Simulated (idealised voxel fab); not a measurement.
The process module presented herein is designated voxel transistor to metal.
170 nm wide, 5 nm square cells: that's cross-section cut.
For the purposes of this document, a cross-section shall be understood as a grid of square cells, specified as bands listed in top-to-bottom order, each band consisting of one or more rows of cells.
Read a band's entry like this: the first values are the height of its top and the height of its bottom in nm, and what follows is the sequence of materials from left to right, each with its width in nm. Note that "blank" is empty space, and that a single material marked "edge to edge" reaches across the band from edge to edge.
Note: height 0 marks the level under which the wafer is uniformly one material as received. Lowest band unbounded below, written "top 0, no bottom".
Think of "30..40" as a width that walks from the first number to the second as you go down the band, top row to bottom row, taking equal-sized steps from row to row.
What does "remained unchanged" mean for a step? It means no cell of the cross-section changed in that step.
You'll see "Closed voids list" listing empty spaces that have no way open to the top, as long as they're 8 cells or more; the notation is width x height at distance, where the distance is from the left edge, and all of it is in nm.
It should be noted that, on the line of a given step, the content following the step's settings is a remark produced by the simulator itself with respect to that step.
overlay nm: right-of-plan distance of the mask on a masked step; negative values mean left-of-plan.

## Planned step list for the process
1) RECEIVE (material Si)
2) OXIDIZE (depth nm 5)
3) CONFORMAL_DEP (material SiN; thk nm 15)
4) DIRECTIONAL_DEP (material aC; thk nm 15)
5) PATTERN (tone cover; mask id ACTIVE; material resist; width nm 115; thk nm 30; overlay nm 0)
6) DIRECTIONAL_ETCH (etch materials aC; depth nm 15)
7) STRIP (etch materials resist)
8) DIRECTIONAL_ETCH (etch materials SiN; depth nm 15)
9) DIRECTIONAL_ETCH (etch materials SiO2; depth nm 5)
10) DIRECTIONAL_ETCH (etch materials Si; depth nm 30)
11) STRIP (etch materials aC)
12) OXIDIZE (depth nm 5)
13) FILL_DEP (material SiO2; thk nm 5)
14) CMP (height nm 15)
15) SELECTIVE_ETCH (etch materials SiO2; depth nm 10)
16) STRIP (etch materials SiN)
17) SELECTIVE_ETCH (etch materials SiO2; depth nm 5)
18) OXIDIZE (depth nm 5)
19) DIRECTIONAL_DEP (material polySi; thk nm 30)
20) DIRECTIONAL_DEP (material SiCN; thk nm 10)
21) DIRECTIONAL_DEP (material aC; thk nm 10)
22) PATTERN (tone cover; mask id GATE; material resist; width nm 25; thk nm 30; overlay nm 0)
23) DIRECTIONAL_ETCH (etch materials aC; depth nm 10)
24) STRIP (etch materials resist)
25) DIRECTIONAL_ETCH (etch materials SiCN; depth nm 20)
26) DIRECTIONAL_ETCH (etch materials polySi; depth nm 40)
27) STRIP (etch materials aC)
28) CONFORMAL_DEP (material SiO2; thk nm 5)
29) DIRECTIONAL_ETCH (etch materials SiO2; depth nm 5)
30) CONFORMAL_DEP (material SiN; thk nm 5)
31) DIRECTIONAL_ETCH (etch materials SiN; depth nm 5)
32) DIRECTIONAL_ETCH (etch materials SiO2; depth nm 5)
33) EPI (material nSi; thk nm 5)
34) FILL_DEP (material SiO2; thk nm 5)
35) CMP (height nm 35)
36) DIRECTIONAL_DEP (material SiO2; thk nm 10)
37) DIRECTIONAL_DEP (material aC; thk nm 10)
38) PATTERN (tone open; mask id CONTACT; material resist; width nm 30; pitch nm 65; thk nm 30; overlay nm 0)
39) DIRECTIONAL_ETCH (etch materials aC; depth nm 10)
40) STRIP (etch materials resist)
41) DIRECTIONAL_ETCH (etch materials SiO2; depth nm 50)
42) STRIP (etch materials aC)
43) CONFORMAL_DEP (material TiN; thk nm 5)
44) FILL_DEP (material Ru; thk nm 10)
45) CMP (height nm 45)
46) DIRECTIONAL_DEP (material TiN; thk nm 5)
47) DIRECTIONAL_DEP (material Ru; thk nm 20)
48) MASKED_ETCH (tone cover; mask id METAL_1; width nm 15; pitch nm 80; etch materials Ru; depth nm 20; overlay nm 0)
49) MASKED_ETCH (tone cover; mask id METAL_1; width nm 15; pitch nm 80; etch materials TiN; depth nm 5; overlay nm 0)
50) FILL_DEP (material SiO2; thk nm 10)
51) CMP (height nm 70)
52) CONFORMAL_DEP (material SiCN; thk nm 5)
53) DIRECTIONAL_DEP (material SiO2; thk nm 30)
54) MASKED_ETCH (tone open; mask id METAL_2; width nm 15; pitch nm 80; etch materials SiO2; depth nm 15; overlay nm 0)
55) DIRECTIONAL_DEP (material aC; thk nm 10)
56) PATTERN (tone open; mask id METAL_2_HOLES; material resist; width nm 15; pitch nm 80; thk nm 25; overlay nm 0)
57) DIRECTIONAL_ETCH (etch materials aC; depth nm 10)
58) STRIP (etch materials resist)
59) DIRECTIONAL_ETCH (etch materials SiO2; depth nm 15)
60) DIRECTIONAL_ETCH (etch materials SiCN; depth nm 5)
61) STRIP (etch materials aC)
62) CONFORMAL_DEP (material TiN; thk nm 5)
63) FILL_DEP (material Cu; thk nm 10)
64) CMP (height nm 105)
65) CONFORMAL_DEP (material SiN; thk nm 5)

## The first wafer of two, processed as planned

## Wafer as received: cross-section following step 1
top 0, no bottom = Si edge to edge
Closed voids list: none

## Cross-sectional representation of the wafer at the conclusion of step 2
top 0, bottom -5 = SiO2 edge to edge
Everything under -5 stays put, no change at all.

## Cross-sectional representation of the wafer at the conclusion of step 3
top 15, bottom 0 = SiN edge to edge
Everything under 0 stays put, no change at all.

## Cross-sectional representation of the wafer at the conclusion of step 4
top 30, bottom 15 = aC edge to edge
Everything under 15 stays put, no change at all.

## Cross-sectional representation of the wafer at the conclusion of step 5
top 60, bottom 30 = 25 nm blank  115 nm resist  30 nm blank
Everything under 30 stays put, no change at all.

## Cross-sectional representation of the wafer at the conclusion of step 6
top 45, bottom 30 = 25 nm blank  115 nm resist  30 nm blank
top 30, bottom 15 = 25 nm blank  115 nm aC  30 nm blank
Everything under 15 stays put, no change at all.

## Cross-sectional representation of the wafer at the conclusion of step 7
top 30, bottom 15 = 25 nm blank  115 nm aC  30 nm blank
Everything under 15 stays put, no change at all.

## Cross-sectional representation of the wafer at the conclusion of step 8
top 30, bottom 15 = 25 nm blank  115 nm aC  30 nm blank
top 15, bottom 0 = 25 nm blank  115 nm SiN  30 nm blank
Everything under 0 stays put, no change at all.

## Cross-sectional representation of the wafer at the conclusion of step 9
top 30, bottom 15 = 25 nm blank  115 nm aC  30 nm blank
top 15, bottom 0 = 25 nm blank  115 nm SiN  30 nm blank
top 0, bottom -5 = 25 nm blank  115 nm SiO2  30 nm blank
Everything under -5 stays put, no change at all.

## Cross-sectional representation of the wafer at the conclusion of step 10
top 30, bottom 15 = 25 nm blank  115 nm aC  30 nm blank
top 15, bottom 0 = 25 nm blank  115 nm SiN  30 nm blank
top 0, bottom -5 = 25 nm blank  115 nm SiO2  30 nm blank
top -5, bottom -35 = 25 nm blank  115 nm Si  30 nm blank
Everything under -35 stays put, no change at all.

## Cross-sectional representation of the wafer at the conclusion of step 11
top 15, bottom 0 = 25 nm blank  115 nm SiN  30 nm blank
Everything under 0 stays put, no change at all.

## Cross-sectional representation of the wafer at the conclusion of step 12
top 15, bottom 0 = 25 nm blank  115 nm SiN  30 nm blank
top 0, bottom -5 = 25 nm blank  115 nm SiO2  30 nm blank
top -5, bottom -35 = 25 nm blank  5 nm SiO2  105 nm Si  5 nm SiO2  30 nm blank
top -35, bottom -40 = 30 nm SiO2  105 nm Si  35 nm SiO2
Everything under -40 stays put, no change at all.

## Cross-sectional representation of the wafer at the conclusion of step 13
top 20, bottom 15 = SiO2 edge to edge
top 15, bottom 0 = 25 nm SiO2  115 nm SiN  30 nm SiO2
top 0, bottom -5 = SiO2 edge to edge
top -5, bottom -40 = 30 nm SiO2  105 nm Si  35 nm SiO2
Everything under -40 stays put, no change at all.

## Cross-sectional representation of the wafer at the conclusion of step 14
top 15, bottom 0 = 25 nm SiO2  115 nm SiN  30 nm SiO2
Everything under 0 stays put, no change at all.

## Cross-sectional representation of the wafer at the conclusion of step 15
top 15, bottom 5 = 25 nm blank  115 nm SiN  30 nm blank
Everything under 5 stays put, no change at all.

## Cross-sectional representation of the wafer at the conclusion of step 16
top 5, bottom 0 = 25 nm SiO2  115 nm blank  30 nm SiO2
Everything under 0 stays put, no change at all.

## Cross-sectional representation of the wafer at the conclusion of step 17
top 0, bottom -5 = 20 nm SiO2  125 nm blank  25 nm SiO2
Everything under -5 stays put, no change at all.

## Cross-sectional representation of the wafer at the conclusion of step 18
top 0, bottom -5 = 20 nm SiO2  125 nm blank  25 nm SiO2
top -5, bottom -10 = SiO2 edge to edge
Everything under -10 stays put, no change at all.

## Cross-sectional representation of the wafer at the conclusion of step 19
top 30, bottom 25 = 20 nm polySi  125 nm blank  25 nm polySi
top 25, bottom 0 = polySi edge to edge
top 0, bottom -5 = 20 nm SiO2  125 nm polySi  25 nm SiO2
Everything under -5 stays put, no change at all.

## Cross-sectional representation of the wafer at the conclusion of step 20
top 40, bottom 35 = 20 nm SiCN  125 nm blank  25 nm SiCN
top 35, bottom 30 = SiCN edge to edge
top 30, bottom 25 = 20 nm polySi  125 nm SiCN  25 nm polySi
Everything under 25 stays put, no change at all.

## Cross-sectional representation of the wafer at the conclusion of step 21
top 50, bottom 45 = 20 nm aC  125 nm blank  25 nm aC
top 45, bottom 40 = aC edge to edge
top 40, bottom 35 = 20 nm SiCN  125 nm aC  25 nm SiCN
Everything under 35 stays put, no change at all.

## Cross-sectional representation of the wafer at the conclusion of step 22
top 80, bottom 50 = 70 nm blank  25 nm resist  75 nm blank
top 50, bottom 45 = 20 nm aC  50 nm blank  25 nm resist  50 nm blank  25 nm aC
Everything under 45 stays put, no change at all.

## Cross-sectional representation of the wafer at the conclusion of step 23
top 70, bottom 45 = 70 nm blank  25 nm resist  75 nm blank
top 45, bottom 40 = 70 nm blank  25 nm aC  75 nm blank
top 40, bottom 35 = 20 nm SiCN  50 nm blank  25 nm aC  50 nm blank  25 nm SiCN
Everything under 35 stays put, no change at all.

## Cross-sectional representation of the wafer at the conclusion of step 24
top 45, bottom 40 = 70 nm blank  25 nm aC  75 nm blank
Everything under 40 stays put, no change at all.

## Cross-sectional representation of the wafer at the conclusion of step 25
top 45, bottom 35 = 70 nm blank  25 nm aC  75 nm blank
top 35, bottom 30 = 70 nm blank  25 nm SiCN  75 nm blank
top 30, bottom 25 = 20 nm polySi  50 nm blank  25 nm SiCN  50 nm blank  25 nm polySi
Everything under 25 stays put, no change at all.

## Cross-sectional representation of the wafer at the conclusion of step 26
top 45, bottom 35 = 70 nm blank  25 nm aC  75 nm blank
top 35, bottom 25 = 70 nm blank  25 nm SiCN  75 nm blank
top 25, bottom 0 = 70 nm blank  25 nm polySi  75 nm blank
top 0, bottom -5 = 20 nm SiO2  50 nm blank  25 nm polySi  50 nm blank  25 nm SiO2
Everything under -5 stays put, no change at all.

## Cross-sectional representation of the wafer at the conclusion of step 27
top 35, bottom 25 = 70 nm blank  25 nm SiCN  75 nm blank
Everything under 25 stays put, no change at all.

## Cross-sectional representation of the wafer at the conclusion of step 28
top 40, bottom 35 = 65 nm blank  35 nm SiO2  70 nm blank
top 35, bottom 25 = 65 nm blank  5 nm SiO2  25 nm SiCN  5 nm SiO2  70 nm blank
top 25, bottom 5 = 65 nm blank  5 nm SiO2  25 nm polySi  5 nm SiO2  70 nm blank
top 5, bottom 0 = 25 nm SiO2  40 nm blank  5 nm SiO2  25 nm polySi  5 nm SiO2  40 nm blank  30 nm SiO2
top 0, bottom -5 = 70 nm SiO2  25 nm polySi  75 nm SiO2
Everything under -5 stays put, no change at all.

## Cross-sectional representation of the wafer at the conclusion of step 29
top 35, bottom 25 = 65 nm blank  5 nm SiO2  25 nm SiCN  5 nm SiO2  70 nm blank
top 25, bottom 0 = 65 nm blank  5 nm SiO2  25 nm polySi  5 nm SiO2  70 nm blank
top 0, bottom -5 = 25 nm SiO2  40 nm blank  5 nm SiO2  25 nm polySi  5 nm SiO2  40 nm blank  30 nm SiO2
Everything under -5 stays put, no change at all.

## Cross-sectional representation of the wafer at the conclusion of step 30
top 40, bottom 35 = 60 nm blank  45 nm SiN  65 nm blank
top 35, bottom 25 = 60 nm blank  5 nm SiN  5 nm SiO2  25 nm SiCN  5 nm SiO2  5 nm SiN  65 nm blank
top 25, bottom 5 = 60 nm blank  5 nm SiN  5 nm SiO2  25 nm polySi  5 nm SiO2  5 nm SiN  65 nm blank
top 5, bottom 0 = 30 nm SiN  30 nm blank  5 nm SiN  5 nm SiO2  25 nm polySi  5 nm SiO2  5 nm SiN  30 nm blank  35 nm SiN
top 0, bottom -5 = 25 nm SiO2  40 nm SiN  5 nm SiO2  25 nm polySi  5 nm SiO2  40 nm SiN  30 nm SiO2
Everything under -5 stays put, no change at all.

## Cross-sectional representation of the wafer at the conclusion of step 31
top 35, bottom 25 = 60 nm blank  5 nm SiN  5 nm SiO2  25 nm SiCN  5 nm SiO2  5 nm SiN  65 nm blank
top 25, bottom 0 = 60 nm blank  5 nm SiN  5 nm SiO2  25 nm polySi  5 nm SiO2  5 nm SiN  65 nm blank
top 0, bottom -5 = 25 nm SiO2  5 nm SiN  30 nm blank  5 nm SiN  5 nm SiO2  25 nm polySi  5 nm SiO2  5 nm SiN  30 nm blank  5 nm SiN  30 nm SiO2
Everything under -5 stays put, no change at all.

## Cross-sectional representation of the wafer at the conclusion of step 32
top 35, bottom 30 = 60 nm blank  5 nm SiN  5 nm blank  25 nm SiCN  5 nm blank  5 nm SiN  65 nm blank
top 30, bottom 25 = 60 nm blank  5 nm SiN  5 nm SiO2  25 nm SiCN  5 nm SiO2  5 nm SiN  65 nm blank
top 25, bottom 0 = 60 nm blank  5 nm SiN  5 nm SiO2  25 nm polySi  5 nm SiO2  5 nm SiN  65 nm blank
top 0, bottom -5 = 25 nm blank  5 nm SiN  30 nm blank  5 nm SiN  5 nm SiO2  25 nm polySi  5 nm SiO2  5 nm SiN  30 nm blank  5 nm SiN  30 nm blank
top -5, bottom -10 = 30 nm SiO2  30 nm blank  45 nm SiO2  30 nm blank  35 nm SiO2
Everything under -10 stays put, no change at all.

## Cross-sectional representation of the wafer at the conclusion of step 33
top 35, bottom 30 = 60 nm blank  5 nm SiN  5 nm blank  25 nm SiCN  5 nm blank  5 nm SiN  65 nm blank
top 30, bottom 25 = 60 nm blank  5 nm SiN  5 nm SiO2  25 nm SiCN  5 nm SiO2  5 nm SiN  65 nm blank
top 25, bottom 0 = 60 nm blank  5 nm SiN  5 nm SiO2  25 nm polySi  5 nm SiO2  5 nm SiN  65 nm blank
top 0, bottom -5 = 25 nm blank  5 nm SiN  30 nm blank  5 nm SiN  5 nm SiO2  25 nm polySi  5 nm SiO2  5 nm SiN  30 nm blank  5 nm SiN  30 nm blank
top -5, bottom -10 = 30 nm SiO2  30 nm nSi  45 nm SiO2  30 nm nSi  35 nm SiO2
Everything under -10 stays put, no change at all.

## Cross-sectional representation of the wafer at the conclusion of step 34
top 40, bottom 35 = SiO2 edge to edge
top 35, bottom 25 = 60 nm SiO2  5 nm SiN  5 nm SiO2  25 nm SiCN  5 nm SiO2  5 nm SiN  65 nm SiO2
top 25, bottom 0 = 60 nm SiO2  5 nm SiN  5 nm SiO2  25 nm polySi  5 nm SiO2  5 nm SiN  65 nm SiO2
top 0, bottom -5 = 25 nm SiO2  5 nm SiN  30 nm SiO2  5 nm SiN  5 nm SiO2  25 nm polySi  5 nm SiO2  5 nm SiN  30 nm SiO2  5 nm SiN  30 nm SiO2
Everything under -5 stays put, no change at all.

## Cross-sectional representation of the wafer at the conclusion of step 35
top 35, bottom 25 = 60 nm SiO2  5 nm SiN  5 nm SiO2  25 nm SiCN  5 nm SiO2  5 nm SiN  65 nm SiO2
Everything under 25 stays put, no change at all.

## Cross-sectional representation of the wafer at the conclusion of step 36
top 45, bottom 35 = SiO2 edge to edge
Everything under 35 stays put, no change at all.

## Cross-sectional representation of the wafer at the conclusion of step 37
top 55, bottom 45 = aC edge to edge
Everything under 45 stays put, no change at all.

## Cross-sectional representation of the wafer at the conclusion of step 38
top 85, bottom 55 = 35 nm resist  30 nm blank  35 nm resist  30 nm blank  40 nm resist
Everything under 55 stays put, no change at all.

## Cross-sectional representation of the wafer at the conclusion of step 39
top 75, bottom 55 = 35 nm resist  30 nm blank  35 nm resist  30 nm blank  40 nm resist
top 55, bottom 45 = 35 nm aC  30 nm blank  35 nm aC  30 nm blank  40 nm aC
Everything under 45 stays put, no change at all.

## Cross-sectional representation of the wafer at the conclusion of step 40
top 55, bottom 45 = 35 nm aC  30 nm blank  35 nm aC  30 nm blank  40 nm aC
Everything under 45 stays put, no change at all.

## Cross-sectional representation of the wafer at the conclusion of step 41
top 55, bottom 45 = 35 nm aC  30 nm blank  35 nm aC  30 nm blank  40 nm aC
top 45, bottom 35 = 35 nm SiO2  30 nm blank  35 nm SiO2  30 nm blank  40 nm SiO2
top 35, bottom 25 = 35 nm SiO2  25 nm blank  5 nm SiN  5 nm SiO2  25 nm SiCN  5 nm SiO2  5 nm SiN  25 nm blank  40 nm SiO2
top 25, bottom 0 = 35 nm SiO2  25 nm blank  5 nm SiN  5 nm SiO2  25 nm polySi  5 nm SiO2  5 nm SiN  25 nm blank  40 nm SiO2
top 0, bottom -5 = 25 nm SiO2  5 nm SiN  5 nm SiO2  25 nm blank  5 nm SiN  5 nm SiO2  25 nm polySi  5 nm SiO2  5 nm SiN  25 nm blank  5 nm SiO2  5 nm SiN  30 nm SiO2
Everything under -5 stays put, no change at all.

## Cross-sectional representation of the wafer at the conclusion of step 42
top 45, bottom 35 = 35 nm SiO2  30 nm blank  35 nm SiO2  30 nm blank  40 nm SiO2
Everything under 35 stays put, no change at all.

## Cross-sectional representation of the wafer at the conclusion of step 43
top 50, bottom 45 = 40 nm TiN  20 nm blank  45 nm TiN  20 nm blank  45 nm TiN
top 45, bottom 35 = 35 nm SiO2  5 nm TiN  20..15 nm blank  5..10 nm TiN  35 nm SiO2  5..10 nm TiN  20..15 nm blank  5 nm TiN  40 nm SiO2
top 35, bottom 25 = 35 nm SiO2  5 nm TiN  15 nm blank  5 nm TiN  5 nm SiN  5 nm SiO2  25 nm SiCN  5 nm SiO2  5 nm SiN  5 nm TiN  15 nm blank  5 nm TiN  40 nm SiO2
top 25, bottom 0 = 35 nm SiO2  5 nm TiN  15 nm blank  5 nm TiN  5 nm SiN  5 nm SiO2  25 nm polySi  5 nm SiO2  5 nm SiN  5 nm TiN  15 nm blank  5 nm TiN  40 nm SiO2
top 0, bottom -5 = 25 nm SiO2  5 nm SiN  5 nm SiO2  25 nm TiN  5 nm SiN  5 nm SiO2  25 nm polySi  5 nm SiO2  5 nm SiN  25 nm TiN  5 nm SiO2  5 nm SiN  30 nm SiO2
Everything under -5 stays put, no change at all.

## Cross-sectional representation of the wafer at the conclusion of step 44
top 60, bottom 50 = Ru edge to edge
top 50, bottom 45 = 40 nm TiN  20 nm Ru  45 nm TiN  20 nm Ru  45 nm TiN
top 45, bottom 35 = 35 nm SiO2  5 nm TiN  20..15 nm Ru  5..10 nm TiN  35 nm SiO2  5..10 nm TiN  20..15 nm Ru  5 nm TiN  40 nm SiO2
top 35, bottom 25 = 35 nm SiO2  5 nm TiN  15 nm Ru  5 nm TiN  5 nm SiN  5 nm SiO2  25 nm SiCN  5 nm SiO2  5 nm SiN  5 nm TiN  15 nm Ru  5 nm TiN  40 nm SiO2
top 25, bottom 0 = 35 nm SiO2  5 nm TiN  15 nm Ru  5 nm TiN  5 nm SiN  5 nm SiO2  25 nm polySi  5 nm SiO2  5 nm SiN  5 nm TiN  15 nm Ru  5 nm TiN  40 nm SiO2
Everything under 0 stays put, no change at all.

## Cross-sectional representation of the wafer at the conclusion of step 45
top 45, bottom 35 = 35 nm SiO2  5 nm TiN  20..15 nm Ru  5..10 nm TiN  35 nm SiO2  5..10 nm TiN  20..15 nm Ru  5 nm TiN  40 nm SiO2
Everything under 35 stays put, no change at all.

## Cross-sectional representation of the wafer at the conclusion of step 46
top 50, bottom 45 = TiN edge to edge
Everything under 45 stays put, no change at all.

## Cross-sectional representation of the wafer at the conclusion of step 47
top 70, bottom 50 = Ru edge to edge
Everything under 50 stays put, no change at all.

## Cross-sectional representation of the wafer at the conclusion of step 48
top 70, bottom 50 = 35 nm blank  15 nm Ru  65 nm blank  15 nm Ru  40 nm blank
Everything under 50 stays put, no change at all.

## Cross-sectional representation of the wafer at the conclusion of step 49
top 70, bottom 50 = 35 nm blank  15 nm Ru  65 nm blank  15 nm Ru  40 nm blank
top 50, bottom 45 = 35 nm blank  15 nm TiN  65 nm blank  15 nm TiN  40 nm blank
Everything under 45 stays put, no change at all.

## Cross-sectional representation of the wafer at the conclusion of step 50
top 80, bottom 70 = SiO2 edge to edge
top 70, bottom 50 = 35 nm SiO2  15 nm Ru  65 nm SiO2  15 nm Ru  40 nm SiO2
top 50, bottom 45 = 35 nm SiO2  15 nm TiN  65 nm SiO2  15 nm TiN  40 nm SiO2
Everything under 45 stays put, no change at all.

## Cross-sectional representation of the wafer at the conclusion of step 51
top 70, bottom 50 = 35 nm SiO2  15 nm Ru  65 nm SiO2  15 nm Ru  40 nm SiO2
Everything under 50 stays put, no change at all.

## Cross-sectional representation of the wafer at the conclusion of step 52
top 75, bottom 70 = SiCN edge to edge
Everything under 70 stays put, no change at all.

## Cross-sectional representation of the wafer at the conclusion of step 53
top 105, bottom 75 = SiO2 edge to edge
Everything under 75 stays put, no change at all.

## Cross-sectional representation of the wafer at the conclusion of step 54
top 105, bottom 90 = 35 nm SiO2  15 nm blank  65 nm SiO2  15 nm blank  40 nm SiO2
Everything under 90 stays put, no change at all.

## Cross-sectional representation of the wafer at the conclusion of step 55
top 115, bottom 105 = 35 nm aC  15 nm blank  65 nm aC  15 nm blank  40 nm aC
top 105, bottom 100 = 35 nm SiO2  15 nm blank  65 nm SiO2  15 nm blank  40 nm SiO2
top 100, bottom 90 = 35 nm SiO2  15 nm aC  65 nm SiO2  15 nm aC  40 nm SiO2
Everything under 90 stays put, no change at all.

## Cross-sectional representation of the wafer at the conclusion of step 56
top 140, bottom 115 = 35 nm resist  15 nm blank  65 nm resist  15 nm blank  40 nm resist
Everything under 115 stays put, no change at all.

## Cross-sectional representation of the wafer at the conclusion of step 57
top 130, bottom 115 = 35 nm resist  15 nm blank  65 nm resist  15 nm blank  40 nm resist
top 115, bottom 105 = 35 nm aC  15 nm blank  65 nm aC  15 nm blank  40 nm aC
top 105, bottom 90 = 35 nm SiO2  15 nm blank  65 nm SiO2  15 nm blank  40 nm SiO2
Everything under 90 stays put, no change at all.

## Cross-sectional representation of the wafer at the conclusion of step 58
top 115, bottom 105 = 35 nm aC  15 nm blank  65 nm aC  15 nm blank  40 nm aC
Everything under 105 stays put, no change at all.

## Cross-sectional representation of the wafer at the conclusion of step 59
top 115, bottom 105 = 35 nm aC  15 nm blank  65 nm aC  15 nm blank  40 nm aC
top 105, bottom 75 = 35 nm SiO2  15 nm blank  65 nm SiO2  15 nm blank  40 nm SiO2
Everything under 75 stays put, no change at all.

## Cross-sectional representation of the wafer at the conclusion of step 60
top 115, bottom 105 = 35 nm aC  15 nm blank  65 nm aC  15 nm blank  40 nm aC
top 105, bottom 75 = 35 nm SiO2  15 nm blank  65 nm SiO2  15 nm blank  40 nm SiO2
top 75, bottom 70 = 35 nm SiCN  15 nm blank  65 nm SiCN  15 nm blank  40 nm SiCN
Everything under 70 stays put, no change at all.

## Cross-sectional representation of the wafer at the conclusion of step 61
top 105, bottom 75 = 35 nm SiO2  15 nm blank  65 nm SiO2  15 nm blank  40 nm SiO2
Everything under 75 stays put, no change at all.

## Cross-sectional representation of the wafer at the conclusion of step 62
top 110, bottom 105 = 40 nm TiN  5 nm blank  75 nm TiN  5 nm blank  45 nm TiN
top 105, bottom 75 = 35 nm SiO2  5 nm TiN  5 nm blank  5 nm TiN  65 nm SiO2  5 nm TiN  5 nm blank  5 nm TiN  40 nm SiO2
top 75, bottom 70 = 35 nm SiCN  15 nm TiN  65 nm SiCN  15 nm TiN  40 nm SiCN
Everything under 70 stays put, no change at all.

## Cross-sectional representation of the wafer at the conclusion of step 63
top 120, bottom 110 = Cu edge to edge
top 110, bottom 105 = 40 nm TiN  5 nm Cu  75 nm TiN  5 nm Cu  45 nm TiN
top 105, bottom 75 = 35 nm SiO2  5 nm TiN  5 nm Cu  5 nm TiN  65 nm SiO2  5 nm TiN  5 nm Cu  5 nm TiN  40 nm SiO2
Everything under 75 stays put, no change at all.

## Cross-sectional representation of the wafer at the conclusion of step 64
top 105, bottom 75 = 35 nm SiO2  5 nm TiN  5 nm Cu  5 nm TiN  65 nm SiO2  5 nm TiN  5 nm Cu  5 nm TiN  40 nm SiO2
Everything under 75 stays put, no change at all.

## Cross-sectional representation of the wafer at the conclusion of step 65
top 110, bottom 105 = SiN edge to edge
Everything under 105 stays put, no change at all.

## Second wafer: same start and same plan as the first, one execution error; identical to the first through step 46

## Second wafer cross-section, taken as of the time the plan sets for step 47 to be done
top 65, bottom 50 = Ru edge to edge
Everything under 50 stays put, no change at all.

## Second wafer cross-section, taken as of the time the plan sets for step 48 to be done
top 65, bottom 50 = 35 nm blank  15 nm Ru  65 nm blank  15 nm Ru  40 nm blank
Everything under 50 stays put, no change at all.

## Second wafer cross-section, taken as of the time the plan sets for step 49 to be done
top 65, bottom 50 = 35 nm blank  15 nm Ru  65 nm blank  15 nm Ru  40 nm blank
top 50, bottom 45 = 35 nm blank  15 nm TiN  65 nm blank  15 nm TiN  40 nm blank
Everything under 45 stays put, no change at all.

## Second wafer cross-section, taken as of the time the plan sets for step 50 to be done
top 75, bottom 65 = SiO2 edge to edge
top 65, bottom 50 = 35 nm SiO2  15 nm Ru  65 nm SiO2  15 nm Ru  40 nm SiO2
top 50, bottom 45 = 35 nm SiO2  15 nm TiN  65 nm SiO2  15 nm TiN  40 nm SiO2
Everything under 45 stays put, no change at all.

## Second wafer cross-section, taken as of the time the plan sets for step 51 to be done
top 70, bottom 65 = SiO2 edge to edge
Everything under 65 stays put, no change at all.

## Second wafer cross-section, taken as of the time the plan sets for step 52 to be done
top 75, bottom 70 = SiCN edge to edge
Everything under 70 stays put, no change at all.

## Second wafer cross-section, taken as of the time the plan sets for step 53 to be done
top 105, bottom 75 = SiO2 edge to edge
Everything under 75 stays put, no change at all.

## Second wafer cross-section, taken as of the time the plan sets for step 54 to be done
top 105, bottom 90 = 35 nm SiO2  15 nm blank  65 nm SiO2  15 nm blank  40 nm SiO2
Everything under 90 stays put, no change at all.

## Second wafer cross-section, taken as of the time the plan sets for step 55 to be done
top 115, bottom 105 = 35 nm aC  15 nm blank  65 nm aC  15 nm blank  40 nm aC
top 105, bottom 100 = 35 nm SiO2  15 nm blank  65 nm SiO2  15 nm blank  40 nm SiO2
top 100, bottom 90 = 35 nm SiO2  15 nm aC  65 nm SiO2  15 nm aC  40 nm SiO2
Everything under 90 stays put, no change at all.

## Second wafer cross-section, taken as of the time the plan sets for step 56 to be done
top 140, bottom 115 = 35 nm resist  15 nm blank  65 nm resist  15 nm blank  40 nm resist
Everything under 115 stays put, no change at all.

## Second wafer cross-section, taken as of the time the plan sets for step 57 to be done
top 130, bottom 115 = 35 nm resist  15 nm blank  65 nm resist  15 nm blank  40 nm resist
top 115, bottom 105 = 35 nm aC  15 nm blank  65 nm aC  15 nm blank  40 nm aC
top 105, bottom 90 = 35 nm SiO2  15 nm blank  65 nm SiO2  15 nm blank  40 nm SiO2
Everything under 90 stays put, no change at all.

## Second wafer cross-section, taken as of the time the plan sets for step 58 to be done
top 115, bottom 105 = 35 nm aC  15 nm blank  65 nm aC  15 nm blank  40 nm aC
Everything under 105 stays put, no change at all.

## Second wafer cross-section, taken as of the time the plan sets for step 59 to be done
top 115, bottom 105 = 35 nm aC  15 nm blank  65 nm aC  15 nm blank  40 nm aC
top 105, bottom 75 = 35 nm SiO2  15 nm blank  65 nm SiO2  15 nm blank  40 nm SiO2
Everything under 75 stays put, no change at all.

## Second wafer cross-section, taken as of the time the plan sets for step 60 to be done
top 115, bottom 105 = 35 nm aC  15 nm blank  65 nm aC  15 nm blank  40 nm aC
top 105, bottom 75 = 35 nm SiO2  15 nm blank  65 nm SiO2  15 nm blank  40 nm SiO2
top 75, bottom 70 = 35 nm SiCN  15 nm blank  65 nm SiCN  15 nm blank  40 nm SiCN
Everything under 70 stays put, no change at all.

## Second wafer cross-section, taken as of the time the plan sets for step 61 to be done
top 105, bottom 75 = 35 nm SiO2  15 nm blank  65 nm SiO2  15 nm blank  40 nm SiO2
Everything under 75 stays put, no change at all.

## Second wafer cross-section, taken as of the time the plan sets for step 62 to be done
top 110, bottom 105 = 40 nm TiN  5 nm blank  75 nm TiN  5 nm blank  45 nm TiN
top 105, bottom 75 = 35 nm SiO2  5 nm TiN  5 nm blank  5 nm TiN  65 nm SiO2  5 nm TiN  5 nm blank  5 nm TiN  40 nm SiO2
top 75, bottom 70 = 35 nm SiCN  15 nm TiN  65 nm SiCN  15 nm TiN  40 nm SiCN
Everything under 70 stays put, no change at all.

## Second wafer cross-section, taken as of the time the plan sets for step 63 to be done
top 120, bottom 110 = Cu edge to edge
top 110, bottom 105 = 40 nm TiN  5 nm Cu  75 nm TiN  5 nm Cu  45 nm TiN
top 105, bottom 75 = 35 nm SiO2  5 nm TiN  5 nm Cu  5 nm TiN  65 nm SiO2  5 nm TiN  5 nm Cu  5 nm TiN  40 nm SiO2
Everything under 75 stays put, no change at all.

## Second wafer cross-section, taken as of the time the plan sets for step 64 to be done
top 105, bottom 75 = 35 nm SiO2  5 nm TiN  5 nm Cu  5 nm TiN  65 nm SiO2  5 nm TiN  5 nm Cu  5 nm TiN  40 nm SiO2
Everything under 75 stays put, no change at all.

## Second wafer cross-section, taken as of the time the plan sets for step 65 to be done
top 110, bottom 105 = SiN edge to edge
Everything under 105 stays put, no change at all.
Want to know what went wrong? for step 47, the planned setting was not used; the step was instead run as DIRECTIONAL_DEP (material Ru; thk nm 15)
Final difference in cells, second wafer against first, listed per material as more or fewer: Ru: 6 fewer | SiO2: 6 more
